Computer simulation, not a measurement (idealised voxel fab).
process module | voxel transistor to metal
The cross-section shown here is cut; it is 190 nm wide and divided into square cells measuring 5 nm on a side.
Just so we're on the same page, the cross-sections are grids of square cells, and they're listed out in bands top to bottom, each band one or more rows deep.
This entry defines a band. It first specifies the height of the band's top and the height of its bottom in nm, and then specifies the band's materials from left to right, stating each material with its width in nm. The word "everywhere" identifies a single material that fills the band from edge to edge, while the word "blank" identifies empty space.
Measure heights from 0. That's the level where, below it, the as-received wafer is all one material. The lowest band is bottomless and extends downward; write it as in "0 -> down".
With a width like "30 to 40", each row of cells in the band differs from the next by the same amount, the top row carrying the first number and the bottom row the second.
Step note "no alterations made" = no cross-section cell changed.
Enclosed empty spaces: empty space of 8 cells or more with no open way to the top, each as width x height at its distance from the left edge, in nm
On a step's line, text after the settings is the simulator commenting on that step.
overlay nm: for a step with a mask, the amount by which the mask lay right of where it was planned; a negative amount means left of it.
Pairs follow: section before one process step, section after it down to the lowest changed band, step with settings underneath. Pairs may come from different runs of this module on the same starting wafer; continuity with the pair above only as stated in the "Structure before processing" entry.

-- Structure before processing
* 50 -> 40  SiO2 (55)  blank (25)  SiO2 (25)  blank (25)  SiO2 (60)
* 40 -> 25  SiO2 (55)  blank (25)  SiN (5)  SiCN (15)  SiN (5)  blank (25)  SiO2 (60)
* 25 -> 5  SiO2 (55)  blank (25)  SiN (5)  polySi (15)  SiN (5)  blank (25)  SiO2 (60)
* 5 -> 0  SiO2 (45)  SiN (5)  SiO2 (5)  blank (25)  SiN (5)  polySi (15)  SiN (5)  blank (25)  SiO2 (5)  SiN (5)  SiO2 (50)
* 0 -> -5  SiO2 (45)  SiN (5)  nSi (30)  SiO2 (25)  nSi (30)  SiN (5)  SiO2 (50)
* -5 -> -10  SiO2 (55)  Si (75)  SiO2 (60)
* -10 -> -30  SiO2 (50)  Si (85)  SiO2 (55)
* -30 -> down  Si everywhere
* Enclosed empty spaces: none

-- Section After Processing
* 55 -> 50  TiN (60)  blank (15)  TiN (35)  blank (15)  TiN (65)
* 50 -> 40  SiO2 (55)  TiN (5)  blank (15)  TiN (5)  SiO2 (25)  TiN (5)  blank (15)  TiN (5)  SiO2 (60)
* 40 -> 25  SiO2 (55)  TiN (5)  blank (15)  TiN (5)  SiN (5)  SiCN (15)  SiN (5)  TiN (5)  blank (15)  TiN (5)  SiO2 (60)
* 25 -> 5  SiO2 (55)  TiN (5)  blank (15)  TiN (5)  SiN (5)  polySi (15)  SiN (5)  TiN (5)  blank (15)  TiN (5)  SiO2 (60)
* 5 -> 0  SiO2 (45)  SiN (5)  SiO2 (5)  TiN (25)  SiN (5)  polySi (15)  SiN (5)  TiN (25)  SiO2 (5)  SiN (5)  SiO2 (50)
* Below 0, no change.
* Enclosed empty spaces: none
The step occurring between the two cross-sections depicted above is identified as CONFORMAL_DEP | material TiN | thk nm 5

Structure before processing: after-state, pair directly above.

-- Section After Processing
* 60 -> 55  W everywhere
* 55 -> 50  TiN (60)  W (15)  TiN (35)  W (15)  TiN (65)
* 50 -> 40  SiO2 (55)  TiN (5)  W (15)  TiN (5)  SiO2 (25)  TiN (5)  W (15)  TiN (5)  SiO2 (60)
* 40 -> 25  SiO2 (55)  TiN (5)  W (15)  TiN (5)  SiN (5)  SiCN (15)  SiN (5)  TiN (5)  W (15)  TiN (5)  SiO2 (60)
* 25 -> 5  SiO2 (55)  TiN (5)  W (15)  TiN (5)  SiN (5)  polySi (15)  SiN (5)  TiN (5)  W (15)  TiN (5)  SiO2 (60)
* Below 5, no change.
* Enclosed empty spaces: none
The step occurring between the two cross-sections depicted above is identified as FILL_DEP | material W | thk nm 5

Structure before processing: after-state, pair directly above.

-- Section After Processing
* 50 -> 40  SiO2 (55)  TiN (5)  W (15)  TiN (5)  SiO2 (25)  TiN (5)  W (15)  TiN (5)  SiO2 (60)
* Below 40, no change.
* Enclosed empty spaces: none
The step occurring between the two cross-sections depicted above is identified as CMP | height nm 50

Structure before processing: after-state, pair directly above.

-- Section After Processing
* 55 -> 50  SiN everywhere
* Below 50, no change.
* Enclosed empty spaces: none
The step occurring between the two cross-sections depicted above is identified as CONFORMAL_DEP | material SiN | thk nm 5

Structure before processing: after-state, pair directly above.

-- Section After Processing
* 80 -> 55  lowk everywhere
* Below 55, no change.
* Enclosed empty spaces: none
The step occurring between the two cross-sections depicted above is identified as DIRECTIONAL_DEP | material lowk | thk nm 25

Structure before processing: after-state, pair directly above.

-- Section After Processing
* 100 -> 80  resist (55)  blank (15)  resist (45)  blank (15)  resist (60)
* Below 80, no change.
* Enclosed empty spaces: none
The step occurring between the two cross-sections depicted above is identified as PATTERN | tone open | mask id METAL_1 | material resist | width nm 15 | pitch nm 60 | thk nm 20 | overlay nm 0

Structure before processing: after-state, pair directly above.

-- Section After Processing
* 100 -> 80  resist (55)  blank (15)  resist (45)  blank (15)  resist (60)
* 80 -> 55  lowk (55)  blank (15)  lowk (45)  blank (15)  lowk (60)
* Below 55, no change.
* Enclosed empty spaces: none
The step occurring between the two cross-sections depicted above is identified as DIRECTIONAL_ETCH | etch materials lowk | depth nm 25

Structure before processing: after-state, pair directly above.

-- Section After Processing
* 100 -> 80  resist (55)  blank (15)  resist (45)  blank (15)  resist (60)
* 80 -> 55  lowk (55)  blank (15)  lowk (45)  blank (15)  lowk (60)
* 55 -> 50  SiN (55)  blank (15)  SiN (45)  blank (15)  SiN (60)
* Below 50, no change.
* Enclosed empty spaces: none
The step occurring between the two cross-sections depicted above is identified as DIRECTIONAL_ETCH | etch materials SiN | depth nm 5

Structure before processing: after-state, pair directly above.

-- Section After Processing
* 80 -> 55  lowk (55)  blank (15)  lowk (45)  blank (15)  lowk (60)
* Below 55, no change.
* Enclosed empty spaces: none
The step occurring between the two cross-sections depicted above is identified as STRIP | etch materials resist

Structure before processing: after-state, pair directly above.

-- Section After Processing
* 85 -> 80  TiN (60)  blank (5)  TiN (55)  blank (5)  TiN (65)
* 80 -> 55  lowk (55)  TiN (5)  blank (5)  TiN (5)  lowk (45)  TiN (5)  blank (5)  TiN (5)  lowk (60)
* 55 -> 50  SiN (55)  TiN (15)  SiN (45)  TiN (15)  SiN (60)
* Below 50, no change.
* Enclosed empty spaces: none
The step occurring between the two cross-sections depicted above is identified as CONFORMAL_DEP | material TiN | thk nm 5

Structure before processing: after-state, pair directly above.

-- Section After Processing
* 90 -> 85  Ru everywhere
* 85 -> 80  TiN (60)  Ru (5)  TiN (55)  Ru (5)  TiN (65)
* 80 -> 55  lowk (55)  TiN (5)  Ru (5)  TiN (5)  lowk (45)  TiN (5)  Ru (5)  TiN (5)  lowk (60)
* Below 55, no change.
* Enclosed empty spaces: none
The step occurring between the two cross-sections depicted above is identified as FILL_DEP | material Ru | thk nm 5

Structure before processing: after-state, pair directly above.

-- Section After Processing
* 80 -> 55  lowk (55)  TiN (5)  Ru (5)  TiN (5)  lowk (45)  TiN (5)  Ru (5)  TiN (5)  lowk (60)
* Below 55, no change.
* Enclosed empty spaces: none
The step occurring between the two cross-sections depicted above is identified as CMP | height nm 80

Structure before processing: after-state, pair directly above.

-- Section After Processing
* 85 -> 80  SiCN everywhere
* Below 80, no change.
* Enclosed empty spaces: none
The step occurring between the two cross-sections depicted above is identified as CONFORMAL_DEP | material SiCN | thk nm 5

-- Structure before processing
* 45 -> 40  SiCN (45)  blank (95)  SiCN (50)
* 40 -> 30  SiCN everywhere
* 30 -> 25  polySi (45)  SiCN (95)  polySi (50)
* 25 -> 5  polySi everywhere
* 5 -> 0  SiO2 (45)  polySi (95)  SiO2 (50)
* 0 -> -5  SiO2 everywhere
* -5 -> -30  SiO2 (50)  Si (85)  SiO2 (55)
* -30 -> down  Si everywhere
* Enclosed empty spaces: none

-- Section After Processing
* 60 -> 55  SiCN (45)  blank (95)  SiCN (50)
* 55 -> 30  SiCN everywhere
* Below 30, no change.
* Enclosed empty spaces: none
The step occurring between the two cross-sections depicted above is identified as DIRECTIONAL_DEP | material SiCN | thk nm 15

Structure before processing: after-state, pair directly above.

-- Section After Processing
* 55 -> 35  blank (85)  SiCN (15)  blank (90)
* 35 -> 30  SiCN (45)  blank (40)  SiCN (15)  blank (40)  SiCN (50)
* Below 30, no change.
* Enclosed empty spaces: none
The step occurring between the two cross-sections depicted above is identified as MASKED_ETCH | tone cover | mask id GATE | width nm 15 | etch materials SiCN | depth nm 25 | overlay nm 0

Structure before processing: after-state, pair directly above.

-- Section After Processing
* 60 -> 55  blank (80)  SiN (25)  blank (85)
* 55 -> 40  blank (80)  SiN (5)  SiCN (15)  SiN (5)  blank (85)
* 40 -> 35  SiN (50)  blank (30)  SiN (5)  SiCN (15)  SiN (5)  blank (30)  SiN (55)
* 35 -> 30  SiCN (45)  SiN (40)  SiCN (15)  SiN (40)  SiCN (50)
* Below 30, no change.
* Enclosed empty spaces: none
The step occurring between the two cross-sections depicted above is identified as CONFORMAL_DEP | material SiN | thk nm 5

Structure before processing: after-state, pair directly above.

-- Section After Processing
* 55 -> 35  blank (80)  SiN (5)  SiCN (15)  SiN (5)  blank (85)
* 35 -> 30  SiCN (45)  SiN (5)  blank (30)  SiN (5)  SiCN (15)  SiN (5)  blank (30)  SiN (5)  SiCN (50)
* Below 30, no change.
* Enclosed empty spaces: none
The step occurring between the two cross-sections depicted above is identified as DIRECTIONAL_ETCH | etch materials SiN | depth nm 5

Structure before processing: after-state, pair directly above.

-- Section After Processing
* 65 -> 55  SiO2 everywhere
* 55 -> 35  SiO2 (80)  SiN (5)  SiCN (15)  SiN (5)  SiO2 (85)
* 35 -> 30  SiCN (45)  SiN (5)  SiO2 (30)  SiN (5)  SiCN (15)  SiN (5)  SiO2 (30)  SiN (5)  SiCN (50)
* Below 30, no change.
* Enclosed empty spaces: none
The step occurring between the two cross-sections depicted above is identified as FILL_DEP | material SiO2 | thk nm 10

Structure before processing: after-state, pair directly above.

-- Section After Processing
* 40 -> 35  SiO2 (80)  SiN (5)  SiCN (15)  SiN (5)  SiO2 (85)
* Below 35, no change.
* Enclosed empty spaces: none
The step occurring between the two cross-sections depicted above is identified as CMP | height nm 40

Structure before processing: after-state, pair directly above.

-- Section After Processing
* 50 -> 40  SiO2 everywhere
* Below 40, no change.
* Enclosed empty spaces: none
The step occurring between the two cross-sections depicted above is identified as DIRECTIONAL_DEP | material SiO2 | thk nm 10

Structure before processing: after-state, pair directly above.

-- Section After Processing
* 60 -> 50  aC everywhere
* Below 50, no change.
* Enclosed empty spaces: none
The step occurring between the two cross-sections depicted above is identified as DIRECTIONAL_DEP | material aC | thk nm 10

Structure before processing: after-state, pair directly above.

-- Section After Processing
* 90 -> 60  resist (55)  blank (25)  resist (25)  blank (25)  resist (60)
* Below 60, no change.
* Enclosed empty spaces: none
The step occurring between the two cross-sections depicted above is identified as PATTERN | tone open | mask id CONTACT | material resist | width nm 25 | pitch nm 50 | thk nm 30 | overlay nm 0

Structure before processing: after-state, pair directly above.

-- Section After Processing
* 80 -> 60  resist (55)  blank (25)  resist (25)  blank (25)  resist (60)
* 60 -> 50  aC (55)  blank (25)  aC (25)  blank (25)  aC (60)
* Below 50, no change.
* Enclosed empty spaces: none
The step occurring between the two cross-sections depicted above is identified as DIRECTIONAL_ETCH | etch materials aC | depth nm 10

Structure before processing: after-state, pair directly above.

-- Section After Processing
* 60 -> 50  aC (55)  blank (25)  aC (25)  blank (25)  aC (60)
* Below 50, no change.
* Enclosed empty spaces: none
The step occurring between the two cross-sections depicted above is identified as STRIP | etch materials resist

Structure before processing: after-state, pair directly above.

-- Section After Processing
* 60 -> 50  aC (55)  blank (25)  aC (25)  blank (25)  aC (60)
* 50 -> 40  SiO2 (55)  blank (25)  SiO2 (25)  blank (25)  SiO2 (60)
* 40 -> 35  SiO2 (55)  blank (25)  SiN (5)  SiCN (15)  SiN (5)  blank (25)  SiO2 (60)
* 35 -> 30  SiCN (45)  SiN (5)  SiO2 (5)  blank (25)  SiN (5)  SiCN (15)  SiN (5)  blank (25)  SiO2 (5)  SiN (5)  SiCN (50)
* Below 30, no change.
* Enclosed empty spaces: none
The step occurring between the two cross-sections depicted above is identified as DIRECTIONAL_ETCH | etch materials SiO2 | depth nm 50

Structure before processing: after-state, pair directly above.

-- Section After Processing
* 50 -> 40  SiO2 (55)  blank (25)  SiO2 (25)  blank (25)  SiO2 (60)
* Below 40, no change.
* Enclosed empty spaces: none
The step occurring between the two cross-sections depicted above is identified as STRIP | etch materials aC

Structure before processing: after-state, pair directly above.

-- Section After Processing
* 55 -> 50  TiN (60)  blank (15)  TiN (35)  blank (15)  TiN (65)
* 50 -> 40  SiO2 (55)  TiN (5)  blank (15)  TiN (5)  SiO2 (25)  TiN (5)  blank (15)  TiN (5)  SiO2 (60)
* 40 -> 35  SiO2 (55)  TiN (5)  blank (15)  TiN (5)  SiN (5)  SiCN (15)  SiN (5)  TiN (5)  blank (15)  TiN (5)  SiO2 (60)
* 35 -> 30  SiCN (45)  SiN (5)  SiO2 (5)  TiN (25)  SiN (5)  SiCN (15)  SiN (5)  TiN (25)  SiO2 (5)  SiN (5)  SiCN (50)
* Below 30, no change.
* Enclosed empty spaces: none
The step occurring between the two cross-sections depicted above is identified as CONFORMAL_DEP | material TiN | thk nm 5

Structure before processing: after-state, pair directly above.

-- Section After Processing
* 60 -> 55  W everywhere
* 55 -> 50  TiN (60)  W (15)  TiN (35)  W (15)  TiN (65)
* 50 -> 40  SiO2 (55)  TiN (5)  W (15)  TiN (5)  SiO2 (25)  TiN (5)  W (15)  TiN (5)  SiO2 (60)
* 40 -> 35  SiO2 (55)  TiN (5)  W (15)  TiN (5)  SiN (5)  SiCN (15)  SiN (5)  TiN (5)  W (15)  TiN (5)  SiO2 (60)
* Below 35, no change.
* Enclosed empty spaces: none
The step occurring between the two cross-sections depicted above is identified as FILL_DEP | material W | thk nm 5

Structure before processing: after-state, pair directly above.

-- Section After Processing
* 50 -> 40  SiO2 (55)  TiN (5)  W (15)  TiN (5)  SiO2 (25)  TiN (5)  W (15)  TiN (5)  SiO2 (60)
* Below 40, no change.
* Enclosed empty spaces: none
The step occurring between the two cross-sections depicted above is identified as CMP | height nm 50

Structure before processing: after-state, pair directly above.

-- Section After Processing
* 55 -> 50  SiN everywhere
* Below 50, no change.
* Enclosed empty spaces: none
The step occurring between the two cross-sections depicted above is identified as CONFORMAL_DEP | material SiN | thk nm 5

Structure before processing: after-state, pair directly above.

-- Section After Processing
* 80 -> 55  lowk everywhere
* Below 55, no change.
* Enclosed empty spaces: none
The step occurring between the two cross-sections depicted above is identified as DIRECTIONAL_DEP | material lowk | thk nm 25

Structure before processing: after-state, pair directly above.

-- Section After Processing
* 100 -> 80  resist (55)  blank (15)  resist (45)  blank (15)  resist (60)
* Below 80, no change.
* Enclosed empty spaces: none
The step occurring between the two cross-sections depicted above is identified as PATTERN | tone open | mask id METAL_1 | material resist | width nm 15 | pitch nm 60 | thk nm 20 | overlay nm 0

Structure before processing: after-state, pair directly above.

-- Section After Processing
* 100 -> 80  resist (55)  blank (15)  resist (45)  blank (15)  resist (60)
* 80 -> 55  lowk (55)  blank (15)  lowk (45)  blank (15)  lowk (60)
* Below 55, no change.
* Enclosed empty spaces: none
The step occurring between the two cross-sections depicted above is identified as DIRECTIONAL_ETCH | etch materials lowk | depth nm 25

Structure before processing: after-state, pair directly above.

-- Section After Processing
* 100 -> 80  resist (55)  blank (15)  resist (45)  blank (15)  resist (60)
* 80 -> 55  lowk (55)  blank (15)  lowk (45)  blank (15)  lowk (60)
* 55 -> 50  SiN (55)  blank (15)  SiN (45)  blank (15)  SiN (60)
* Below 50, no change.
* Enclosed empty spaces: none
The step occurring between the two cross-sections depicted above is identified as DIRECTIONAL_ETCH | etch materials SiN | depth nm 5

Structure before processing: after-state, pair directly above.

-- Section After Processing
* 80 -> 55  lowk (55)  blank (15)  lowk (45)  blank (15)  lowk (60)
* Below 55, no change.
* Enclosed empty spaces: none
The step occurring between the two cross-sections depicted above is identified as STRIP | etch materials resist

Structure before processing: after-state, pair directly above.

-- Section After Processing
* 85 -> 80  TiN (60)  blank (5)  TiN (55)  blank (5)  TiN (65)
* 80 -> 55  lowk (55)  TiN (5)  blank (5)  TiN (5)  lowk (45)  TiN (5)  blank (5)  TiN (5)  lowk (60)
* 55 -> 50  SiN (55)  TiN (15)  SiN (45)  TiN (15)  SiN (60)
* Below 50, no change.
* Enclosed empty spaces: none
The step occurring between the two cross-sections depicted above is identified as CONFORMAL_DEP | material TiN | thk nm 5

Structure before processing: after-state, pair directly above.

-- Section After Processing
* 90 -> 85  Ru everywhere
* 85 -> 80  TiN (60)  Ru (5)  TiN (55)  Ru (5)  TiN (65)
* 80 -> 55  lowk (55)  TiN (5)  Ru (5)  TiN (5)  lowk (45)  TiN (5)  Ru (5)  TiN (5)  lowk (60)
* Below 55, no change.
* Enclosed empty spaces: none
The step occurring between the two cross-sections depicted above is identified as FILL_DEP | material Ru | thk nm 5

Structure before processing: after-state, pair directly above.

-- Section After Processing
* 80 -> 55  lowk (55)  TiN (5)  Ru (5)  TiN (5)  lowk (45)  TiN (5)  Ru (5)  TiN (5)  lowk (60)
* Below 55, no change.
* Enclosed empty spaces: none
The step occurring between the two cross-sections depicted above is identified as CMP | height nm 80

Structure before processing: after-state, pair directly above.

-- Section After Processing
* 85 -> 80  SiCN everywhere
* Below 80, no change.
* Enclosed empty spaces: none
The step occurring between the two cross-sections depicted above is identified as CONFORMAL_DEP | material SiCN | thk nm 5

-- Structure before processing
* 15 -> 5  SiO2 (50)  SiN (85)  SiO2 (55)
* 5 -> 0  SiO2 everywhere
* 0 -> -30  SiO2 (50)  Si (85)  SiO2 (55)
* -30 -> down  Si everywhere
* Enclosed empty spaces: none

-- Section After Processing
* 15 -> 5  SiO2 (50)  blank (85)  SiO2 (55)
* Below 5, no change.
* Enclosed empty spaces: none
The step occurring between the two cross-sections depicted above is identified as STRIP | etch materials SiN

Structure before processing: after-state, pair directly above.

-- Section After Processing
* 10 -> 0  SiO2 (45)  blank (95)  SiO2 (50)
* Below 0, no change.
* Enclosed empty spaces: none
The step occurring between the two cross-sections depicted above is identified as SELECTIVE_ETCH | etch materials SiO2 | depth nm 5

Structure before processing: after-state, pair directly above.

-- Section After Processing
* 5 -> 0  SiO2 (40)  blank (105)  SiO2 (45)
* 0 -> -5  SiO2 (40)  blank (10)  Si (85)  blank (10)  SiO2 (45)
* Below -5, no change.
* Enclosed empty spaces: none
The step occurring between the two cross-sections depicted above is identified as SELECTIVE_ETCH | etch materials SiO2 | depth nm 5

Structure before processing: after-state, pair directly above.

-- Section After Processing
* 5 -> 0  SiO2 (40)  blank (105)  SiO2 (45)
* 0 -> -5  SiO2 (40)  blank (10)  SiO2 (85)  blank (10)  SiO2 (45)
* -5 -> -10  SiO2 (55)  Si (75)  SiO2 (60)
* Below -10, no change.
* Enclosed empty spaces: none
The step occurring between the two cross-sections depicted above is identified as OXIDIZE | depth nm 5

Structure before processing: after-state, pair directly above.

-- Section After Processing
* 30 -> 25  polySi (40)  blank (105)  polySi (45)
* 25 -> 20  polySi (40)  blank (10)  polySi (85)  blank (10)  polySi (45)
* 20 -> 5  polySi everywhere
* 5 -> 0  SiO2 (40)  polySi (105)  SiO2 (45)
* 0 -> -5  SiO2 (40)  polySi (10)  SiO2 (85)  polySi (10)  SiO2 (45)
* Below -5, no change.
* Enclosed empty spaces: none
The step occurring between the two cross-sections depicted above is identified as DIRECTIONAL_DEP | material polySi | thk nm 25

Structure before processing: after-state, pair directly above.

-- Section After Processing
* 45 -> 40  SiCN (40)  blank (105)  SiCN (45)
* 40 -> 35  SiCN (40)  blank (10)  SiCN (85)  blank (10)  SiCN (45)
* 35 -> 30  SiCN everywhere
* 30 -> 25  polySi (40)  SiCN (105)  polySi (45)
* 25 -> 20  polySi (40)  SiCN (10)  polySi (85)  SiCN (10)  polySi (45)
* Below 20, no change.
* Enclosed empty spaces: none
The step occurring between the two cross-sections depicted above is identified as DIRECTIONAL_DEP | material SiCN | thk nm 15

Structure before processing: after-state, pair directly above.

-- Section After Processing
* 40 -> 30  blank (85)  SiCN (15)  blank (90)
* 30 -> 25  polySi (40)  blank (45)  SiCN (15)  blank (45)  polySi (45)
* 25 -> 20  polySi (40)  blank (10)  polySi (85)  blank (10)  polySi (45)
* Below 20, no change.
* Enclosed empty spaces: none
The step occurring between the two cross-sections depicted above is identified as MASKED_ETCH | tone cover | mask id GATE | width nm 15 | etch materials SiCN | depth nm 25 | overlay nm 0

Structure before processing: after-state, pair directly above.

-- Section After Processing
* 40 -> 25  blank (85)  SiCN (15)  blank (90)
* 25 -> 5  blank (85)  polySi (15)  blank (90)
* 5 -> 0  SiO2 (40)  blank (45)  polySi (15)  blank (45)  SiO2 (45)
* 0 -> -5  SiO2 (40)  blank (10)  SiO2 (85)  blank (10)  SiO2 (45)
* Below -5, no change.
* Enclosed empty spaces: none
The step occurring between the two cross-sections depicted above is identified as MASKED_ETCH | tone cover | mask id GATE | width nm 15 | etch materials polySi | depth nm 35 | overlay nm 0

Structure before processing: after-state, pair directly above.

-- Section After Processing
* 45 -> 40  blank (80)  SiN (25)  blank (85)
* 40 -> 25  blank (80)  SiN (5)  SiCN (15)  SiN (5)  blank (85)
* 25 -> 10  blank (80)  SiN (5)  polySi (15)  SiN (5)  blank (85)
* 10 -> 5  SiN (45)  blank (35)  SiN (5)  polySi (15)  SiN (5)  blank (35)  SiN (50)
* 5 -> 0  SiO2 (40)  SiN (45)  polySi (15)  SiN (45)  SiO2 (45)
* 0 -> -5  SiO2 (40)  SiN (10)  SiO2 (85)  SiN (10)  SiO2 (45)
* Below -5, no change.
* Enclosed empty spaces: none
The step occurring between the two cross-sections depicted above is identified as CONFORMAL_DEP | material SiN | thk nm 5

Structure before processing: after-state, pair directly above.

-- Section After Processing
* 40 -> 25  blank (80)  SiN (5)  SiCN (15)  SiN (5)  blank (85)
* 25 -> 5  blank (80)  SiN (5)  polySi (15)  SiN (5)  blank (85)
* 5 -> 0  SiO2 (40)  SiN (5)  blank (35)  SiN (5)  polySi (15)  SiN (5)  blank (35)  SiN (5)  SiO2 (45)
* Below 0, no change.
* Enclosed empty spaces: none
The step occurring between the two cross-sections depicted above is identified as DIRECTIONAL_ETCH | etch materials SiN | depth nm 5

Structure before processing: after-state, pair directly above.

-- Section After Processing
* 40 -> 25  blank (80)  SiN (5)  SiCN (15)  SiN (5)  blank (85)
* 25 -> 5  blank (80)  SiN (5)  polySi (15)  SiN (5)  blank (85)
* 5 -> 0  blank (40)  SiN (5)  blank (35)  SiN (5)  polySi (15)  SiN (5)  blank (35)  SiN (5)  blank (45)
* 0 -> -5  SiO2 (40)  SiN (10)  blank (30)  SiO2 (25)  blank (30)  SiN (10)  SiO2 (45)
* Below -5, no change.
* Enclosed empty spaces: none
The step occurring between the two cross-sections depicted above is identified as DIRECTIONAL_ETCH | etch materials SiO2 | depth nm 5

Structure before processing: after-state, pair directly above.

-- Section After Processing
* 40 -> 25  blank (80)  SiN (5)  SiCN (15)  SiN (5)  blank (85)
* 25 -> 5  blank (80)  SiN (5)  polySi (15)  SiN (5)  blank (85)
* 5 -> 0  blank (40)  SiN (5)  blank (35)  SiN (5)  polySi (15)  SiN (5)  blank (35)  SiN (5)  blank (45)
* 0 -> -5  SiO2 (40)  SiN (10)  nSi (30)  SiO2 (25)  nSi (30)  SiN (10)  SiO2 (45)
* Below -5, no change.
* Enclosed empty spaces: none
The step occurring between the two cross-sections depicted above is identified as EPI | material nSi | thk nm 5

Structure before processing: after-state, pair directly above.

-- Section After Processing
* 50 -> 40  SiO2 everywhere
* 40 -> 25  SiO2 (80)  SiN (5)  SiCN (15)  SiN (5)  SiO2 (85)
* 25 -> 5  SiO2 (80)  SiN (5)  polySi (15)  SiN (5)  SiO2 (85)
* 5 -> 0  SiO2 (40)  SiN (5)  SiO2 (35)  SiN (5)  polySi (15)  SiN (5)  SiO2 (35)  SiN (5)  SiO2 (45)
* Below 0, no change.
* Enclosed empty spaces: none
The step occurring between the two cross-sections depicted above is identified as FILL_DEP | material SiO2 | thk nm 10

Structure before processing: after-state, pair directly above.

-- Section After Processing
* 40 -> 25  SiO2 (80)  SiN (5)  SiCN (15)  SiN (5)  SiO2 (85)
* Below 25, no change.
* Enclosed empty spaces: none
The step occurring between the two cross-sections depicted above is identified as CMP | height nm 40

Structure before processing: after-state, pair directly above.

-- Section After Processing
* 50 -> 40  SiO2 everywhere
* Below 40, no change.
* Enclosed empty spaces: none
The step occurring between the two cross-sections depicted above is identified as DIRECTIONAL_DEP | material SiO2 | thk nm 10

Structure before processing: after-state, pair directly above.

-- Section After Processing
* 60 -> 50  aC everywhere
* Below 50, no change.
* Enclosed empty spaces: none
The step occurring between the two cross-sections depicted above is identified as DIRECTIONAL_DEP | material aC | thk nm 10

Structure before processing: after-state, pair directly above.

-- Section After Processing
* 90 -> 60  resist (55)  blank (25)  resist (25)  blank (25)  resist (60)
* Below 60, no change.
* Enclosed empty spaces: none
The step occurring between the two cross-sections depicted above is identified as PATTERN | tone open | mask id CONTACT | material resist | width nm 25 | pitch nm 50 | thk nm 30 | overlay nm 0

Structure before processing: after-state, pair directly above.

-- Section After Processing
* 80 -> 60  resist (55)  blank (25)  resist (25)  blank (25)  resist (60)
* 60 -> 50  aC (55)  blank (25)  aC (25)  blank (25)  aC (60)
* Below 50, no change.
* Enclosed empty spaces: none
The step occurring between the two cross-sections depicted above is identified as DIRECTIONAL_ETCH | etch materials aC | depth nm 10

Structure before processing: after-state, pair directly above.

-- Section After Processing
* 60 -> 50  aC (55)  blank (25)  aC (25)  blank (25)  aC (60)
* Below 50, no change.
* Enclosed empty spaces: none
The step occurring between the two cross-sections depicted above is identified as STRIP | etch materials resist

Structure before processing: after-state, pair directly above.

-- Section After Processing
* 60 -> 50  aC (55)  blank (25)  aC (25)  blank (25)  aC (60)
* 50 -> 40  SiO2 (55)  blank (25)  SiO2 (25)  blank (25)  SiO2 (60)
* 40 -> 25  SiO2 (55)  blank (25)  SiN (5)  SiCN (15)  SiN (5)  blank (25)  SiO2 (60)
* 25 -> 5  SiO2 (55)  blank (25)  SiN (5)  polySi (15)  SiN (5)  blank (25)  SiO2 (60)
* 5 -> 0  SiO2 (40)  SiN (5)  SiO2 (10)  blank (25)  SiN (5)  polySi (15)  SiN (5)  blank (25)  SiO2 (10)  SiN (5)  SiO2 (45)
* Below 0, no change.
* Enclosed empty spaces: none
The step occurring between the two cross-sections depicted above is identified as DIRECTIONAL_ETCH | etch materials SiO2 | depth nm 50

Structure before processing: after-state, pair directly above.

-- Section After Processing
* 50 -> 40  SiO2 (55)  blank (25)  SiO2 (25)  blank (25)  SiO2 (60)
* Below 40, no change.
* Enclosed empty spaces: none
The step occurring between the two cross-sections depicted above is identified as STRIP | etch materials aC

Structure before processing: after-state, pair directly above.

-- Section After Processing
* 55 -> 50  TiN (60)  blank (15)  TiN (35)  blank (15)  TiN (65)
* 50 -> 40  SiO2 (55)  TiN (5)  blank (15)  TiN (5)  SiO2 (25)  TiN (5)  blank (15)  TiN (5)  SiO2 (60)
* 40 -> 25  SiO2 (55)  TiN (5)  blank (15)  TiN (5)  SiN (5)  SiCN (15)  SiN (5)  TiN (5)  blank (15)  TiN (5)  SiO2 (60)
* 25 -> 5  SiO2 (55)  TiN (5)  blank (15)  TiN (5)  SiN (5)  polySi (15)  SiN (5)  TiN (5)  blank (15)  TiN (5)  SiO2 (60)
* 5 -> 0  SiO2 (40)  SiN (5)  SiO2 (10)  TiN (25)  SiN (5)  polySi (15)  SiN (5)  TiN (25)  SiO2 (10)  SiN (5)  SiO2 (45)
* Below 0, no change.
* Enclosed empty spaces: none
The step occurring between the two cross-sections depicted above is identified as CONFORMAL_DEP | material TiN | thk nm 5

Structure before processing: after-state, pair directly above.

-- Section After Processing
* 60 -> 55  W everywhere
* 55 -> 50  TiN (60)  W (15)  TiN (35)  W (15)  TiN (65)
* 50 -> 40  SiO2 (55)  TiN (5)  W (15)  TiN (5)  SiO2 (25)  TiN (5)  W (15)  TiN (5)  SiO2 (60)
* 40 -> 25  SiO2 (55)  TiN (5)  W (15)  TiN (5)  SiN (5)  SiCN (15)  SiN (5)  TiN (5)  W (15)  TiN (5)  SiO2 (60)
* 25 -> 5  SiO2 (55)  TiN (5)  W (15)  TiN (5)  SiN (5)  polySi (15)  SiN (5)  TiN (5)  W (15)  TiN (5)  SiO2 (60)
* Below 5, no change.
* Enclosed empty spaces: none
The step occurring between the two cross-sections depicted above is identified as FILL_DEP | material W | thk nm 5

Structure before processing: after-state, pair directly above.

-- Section After Processing
* 50 -> 40  SiO2 (55)  TiN (5)  W (15)  TiN (5)  SiO2 (25)  TiN (5)  W (15)  TiN (5)  SiO2 (60)
* Below 40, no change.
* Enclosed empty spaces: none
The step occurring between the two cross-sections depicted above is identified as CMP | height nm 50

Structure before processing: after-state, pair directly above.

-- Section After Processing
* 55 -> 50  SiN everywhere
* Below 50, no change.
* Enclosed empty spaces: none
The step occurring between the two cross-sections depicted above is identified as CONFORMAL_DEP | material SiN | thk nm 5

Structure before processing: after-state, pair directly above.

-- Section After Processing
* 80 -> 55  lowk everywhere
* Below 55, no change.
* Enclosed empty spaces: none
The step occurring between the two cross-sections depicted above is identified as DIRECTIONAL_DEP | material lowk | thk nm 25

Structure before processing: after-state, pair directly above.

-- Section After Processing
* 100 -> 80  resist (55)  blank (15)  resist (45)  blank (15)  resist (60)
* Below 80, no change.
* Enclosed empty spaces: none
The step occurring between the two cross-sections depicted above is identified as PATTERN | tone open | mask id METAL_1 | material resist | width nm 15 | pitch nm 60 | thk nm 20 | overlay nm 0

Structure before processing: after-state, pair directly above.

-- Section After Processing
* 100 -> 80  resist (55)  blank (15)  resist (45)  blank (15)  resist (60)
* 80 -> 55  lowk (55)  blank (15)  lowk (45)  blank (15)  lowk (60)
* Below 55, no change.
* Enclosed empty spaces: none
The step occurring between the two cross-sections depicted above is identified as DIRECTIONAL_ETCH | etch materials lowk | depth nm 25
